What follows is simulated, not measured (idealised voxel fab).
Name of the process module below: voxel tone inversion
The cross-section on display is named cut; it measures 285 nm wide, and its cells are 5 nm squares.
The cross-sections in this document take the form of a grid made of square cells. They are written out as bands, in order from top to bottom. Each band consists of one or more rows of cells.
Top, bottom (nm), then materials left to right with widths (nm); lone material tagged "edge to edge" fills the whole band edge to edge; "blank" = empty space.
All heights in this document are referenced to 0, defined as the level beneath which the wafer, as received, consists entirely of one material. The lowest band is not bounded below; it extends indefinitely downward and is written in the form "0 and below".
The expression "30 to 40" gives the width at the extremes of the band, the first number at its top row of cells and the second at its bottom row, with the width changing by equal amounts from each row to the next in between.
"identical to before" for a step: no cell of the cross-section changed in that step.
The label "Closed void inventory" introduces a list of the empty spaces, 8 cells or larger, that have no open way up to the top; each entry in it reads width x height at distance, where the distance is taken from the left edge and all three are stated in nm.
Anything after a step's settings on that line? It's the simulator's own note about the step.
overlay nm: step with mask; distance mask lay right of planned place; negative value = left of planned place.
## This section lists the process steps that were planned
1 RECEIVE,material Si
2 CONFORMAL_DEP,material SiN,thk nm 10
3 DIRECTIONAL_DEP,material aC,thk nm 15
4 PATTERN,tone cover,mask id POSTS,material resist,width nm 20,pitch nm 45,thk nm 20,overlay nm 0
5 DIRECTIONAL_ETCH,etch materials aC,depth nm 15
6 STRIP,etch materials resist
7 FILL_DEP,material SiO2,thk nm 10
8 CMP,height nm 25
9 STRIP,etch materials aC
## Here's what the wafer looked like in cross-section when it arrived - that's after step 1
  0 and below: Si edge to edge
  Closed void inventory: none
## Wafer cross-section at end of module: start and plan as shown above, one execution error
  25 down to 10: 115 of SiO2, then 20 of blank, then 25 of SiO2, then 20 of blank, then 105 of SiO2
  10 down to 0: SiN edge to edge
  0 and below: Si edge to edge
  Closed void inventory: none
Run error: step 4 went in with a setting other than planned; the actual run was PATTERN,tone cover,mask id POSTS,material resist,width nm 20,pitch nm 45,thk nm 20,overlay nm 5
